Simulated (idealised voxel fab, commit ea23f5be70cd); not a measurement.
Module name: voxel wiring stack (process module)
Cross-sectional view cut (width: 205 nm; square cell size: 5 nm).
This document writes a cross-section as a grid whose cells are square, and gives it as bands, listed from the top down; one or more rows of cells form a band. Band: top height; bottom height; in nm. Then, left to right: material with width in nm, for each material. "all across": a single material spanning edge to edge. "air": empty space. Heights are measured from 0, the level below which the as-received wafer is all one material; the lowest band has no bottom and continues downward, written as in "0 -> down". Per-row width for "30 to 40": begins at first number (top row of band), ends at second number (bottom row), increment between rows held constant. Where the words "remained unchanged" appear for a step, the cross-section shows no cell changed by that step; every cell remained as before. "Sealed internal cavities" enumerates empty spaces isolated from the top, with no open way to it, that contain at least 8 cells, giving each as width x height at distance from the left edge, all three in nm. Where a step's line continues beyond its settings, the continuation is a remark by the simulator itself on that step. "overlay nm" answers the question of how far to the right of plan the mask lay on a step that has a mask, and when it is negative the answer is to the left.

Planned step list for the process:
step 1: RECEIVE (material Si)
step 2: CONFORMAL_DEP (material SiO2; thk nm 10)
step 3: DIRECTIONAL_DEP (material TiN; thk nm 5)
step 4: DIRECTIONAL_DEP (material W; thk nm 20)
step 5: PATTERN (tone cover; mask id METAL_1; material resist; width nm 30; pitch nm 50; thk nm 20; overlay nm 0)
step 6: DIRECTIONAL_ETCH (etch materials W; depth nm 20)
step 7: DIRECTIONAL_ETCH (etch materials TiN; depth nm 5)
step 8: STRIP (etch materials resist)
step 9: FILL_DEP (material SiO2; thk nm 10)
step 10: CMP (height nm 35)
step 11: CONFORMAL_DEP (material SiCN; thk nm 5)
step 12: DIRECTIONAL_DEP (material lowk; thk nm 30)
step 13: PATTERN (tone open; mask id METAL_2_HOLES; material resist; width nm 15; pitch nm 50; thk nm 20; overlay nm 0)
step 14: DIRECTIONAL_ETCH (etch materials lowk; depth nm 30)
step 15: STRIP (etch materials resist)
step 16: PATTERN (tone open; mask id METAL_2; material resist; width nm 30; pitch nm 50; thk nm 15; overlay nm 0)
step 17: DIRECTIONAL_ETCH (etch materials lowk; depth nm 15)
step 18: DIRECTIONAL_ETCH (etch materials SiCN; depth nm 5)
step 19: STRIP (etch materials resist)
step 20: CONFORMAL_DEP (material TiN; thk nm 5)
step 21: FILL_DEP (material Ru; thk nm 5)
step 22: CMP (height nm 70)
step 23: CONFORMAL_DEP (material SiCN; thk nm 5)
step 24: DIRECTIONAL_DEP (material SiO2; thk nm 25)
step 25: PATTERN (tone open; mask id METAL_3_HOLES; material resist; width nm 15; pitch nm 50; thk nm 20; overlay nm 0)
step 26: DIRECTIONAL_ETCH (etch materials SiO2; depth nm 25)
step 27: STRIP (etch materials resist)
step 28: DIRECTIONAL_DEP (material aC; thk nm 15)
step 29: PATTERN (tone open; mask id METAL_3; material resist; width nm 30; pitch nm 50; thk nm 35; overlay nm 0)
step 30: DIRECTIONAL_ETCH (etch materials aC; depth nm 15)
step 31: STRIP (etch materials resist)
step 32: DIRECTIONAL_ETCH (etch materials SiO2; depth nm 15)
step 33: DIRECTIONAL_ETCH (etch materials SiCN; depth nm 5)
step 34: STRIP (etch materials aC)
step 35: CONFORMAL_DEP (material TiN; thk nm 5)
step 36: FILL_DEP (material Cu; thk nm 10)
step 37: CMP (height nm 100)
step 38: CONFORMAL_DEP (material SiCN; thk nm 5)
step 39: DIRECTIONAL_DEP (material lowk; thk nm 35)
step 40: DIRECTIONAL_DEP (material aC; thk nm 15)
step 41: PATTERN (tone open; mask id METAL_4; material resist; width nm 30; pitch nm 50; thk nm 30; overlay nm 0)
step 42: DIRECTIONAL_ETCH (etch materials aC; depth nm 15)
step 43: STRIP (etch materials resist)
step 44: DIRECTIONAL_ETCH (etch materials lowk; depth nm 20)
step 45: STRIP (etch materials aC)
step 46: PATTERN (tone open; mask id METAL_4_HOLES; material resist; width nm 15; pitch nm 50; thk nm 20; overlay nm 0)
step 47: DIRECTIONAL_ETCH (etch materials lowk; depth nm 15)
step 48: DIRECTIONAL_ETCH (etch materials SiCN; depth nm 5)
step 49: STRIP (etch materials resist)
step 50: CONFORMAL_DEP (material TiN; thk nm 5)
step 51: FILL_DEP (material Ru; thk nm 5)
step 52: CMP (height nm 140)
step 53: CONFORMAL_DEP (material SiCN; thk nm 5)

Cross-sectional view of the wafer in its as-received condition, corresponding to the state after step 1:
  0 -> down = Si all across
  Sealed internal cavities: none

Wafer cross-section at module end: first of two, run to plan:
  145 -> 140 = SiCN all across
  140 -> 125 = lowk (60)  TiN (5)  Ru (20)  TiN (5)  lowk (20)  TiN (5)  Ru (20)  TiN (5)  lowk (65)
  125 -> 120 = lowk (60)  TiN (5)  Ru (5)  TiN (20)  lowk (20)  TiN (5)  Ru (5)  TiN (20)  lowk (65)
  120 -> 105 = lowk (60)  TiN (5)  Ru (5)  TiN (5)  lowk (35)  TiN (5)  Ru (5)  TiN (5)  lowk (80)
  105 -> 100 = SiCN (60)  TiN (15)  SiCN (35)  TiN (15)  SiCN (80)
  100 -> 90 = SiO2 (60)  TiN (5)  Cu (20)  TiN (5)  SiO2 (20)  TiN (5)  Cu (20)  TiN (5)  SiO2 (65)
  90 -> 85 = SiO2 (60)  TiN (5)  Cu (5)  TiN (20)  SiO2 (20)  TiN (5)  Cu (5)  TiN (20)  SiO2 (65)
  85 -> 75 = SiO2 (60)  TiN (5)  Cu (5)  TiN (5)  SiO2 (35)  TiN (5)  Cu (5)  TiN (5)  SiO2 (80)
  75 -> 70 = SiCN (60)  TiN (15)  SiCN (35)  TiN (15)  SiCN (80)
  70 -> 60 = lowk (60)  TiN (5)  Ru (20)  TiN (5)  lowk (20)  TiN (5)  Ru (20)  TiN (5)  lowk (65)
  60 -> 55 = lowk (60)  TiN (5)  Ru (5)  TiN (20)  lowk (20)  TiN (5)  Ru (5)  TiN (20)  lowk (65)
  55 -> 40 = lowk (60)  TiN (5)  Ru (5)  TiN (5)  lowk (35)  TiN (5)  Ru (5)  TiN (5)  lowk (80)
  40 -> 35 = SiCN (60)  TiN (15)  SiCN (35)  TiN (15)  SiCN (80)
  35 -> 15 = SiO2 (60)  W (30)  SiO2 (20)  W (30)  SiO2 (65)
  15 -> 10 = SiO2 (60)  TiN (30)  SiO2 (20)  TiN (30)  SiO2 (65)
  10 -> 0 = SiO2 all across
  0 -> down = Si all across
  Sealed internal cavities: none

Presented here is a cross-section of the second of the two wafers as it stood at the end of the module. It was started in the same manner and assigned the same plan as the first wafer; however, one mistake was made in its execution:
  145 -> 140 = SiCN all across
  140 -> 125 = lowk (60)  TiN (5)  Ru (20)  TiN (5)  lowk (20)  TiN (5)  Ru (20)  TiN (5)  lowk (65)
  125 -> 120 = lowk (60)  TiN (5)  Ru (5)  TiN (20)  lowk (20)  TiN (5)  Ru (5)  TiN (20)  lowk (65)
  120 -> 105 = lowk (60)  TiN (5)  Ru (5)  TiN (5)  lowk (35)  TiN (5)  Ru (5)  TiN (5)  lowk (80)
  105 -> 100 = SiCN (60)  TiN (15)  SiCN (35)  TiN (15)  SiCN (80)
  100 -> 90 = SiO2 (60)  TiN (5)  Cu (20)  TiN (5)  SiO2 (20)  TiN (5)  Cu (20)  TiN (5)  SiO2 (65)
  90 -> 85 = SiO2 (60)  TiN (5)  Cu (5)  TiN (20)  SiO2 (20)  TiN (5)  Cu (5)  TiN (20)  SiO2 (65)
  85 -> 75 = SiO2 (60)  TiN (5)  Cu (5)  TiN (5)  SiO2 (35)  TiN (5)  Cu (5)  TiN (5)  SiO2 (80)
  75 -> 70 = SiCN (60)  TiN (15)  SiCN (35)  TiN (15)  SiCN (80)
  70 -> 60 = lowk (60)  TiN (5)  Ru (20)  TiN (5)  lowk (20)  TiN (5)  Ru (20)  TiN (5)  lowk (65)
  60 -> 55 = lowk (60)  TiN (5)  Ru (5)  TiN (20)  lowk (20)  TiN (5)  Ru (5)  TiN (20)  lowk (65)
  55 -> 40 = lowk (60)  TiN (5)  Ru (5)  TiN (5)  lowk (35)  TiN (5)  Ru (5)  TiN (5)  lowk (80)
  40 -> 35 = SiCN (60)  TiN (15)  SiCN (35)  TiN (15)  SiCN (80)
  35 -> 15 = SiO2 (50)  W (30)  SiO2 (20)  W (30)  SiO2 (75)
  15 -> 10 = SiO2 (50)  TiN (30)  SiO2 (20)  TiN (30)  SiO2 (75)
  10 -> 0 = SiO2 all across
  0 -> down = Si all across
  Sealed internal cavities: none
Misprocessing identified: step 5 did not use the planned setting and instead ran as PATTERN (tone cover; mask id METAL_1; material resist; width nm 30; pitch nm 50; thk nm 20; overlay nm -10)
Heads up: at the end the two wafers have identical cell counts per material, they're just laid out differently.
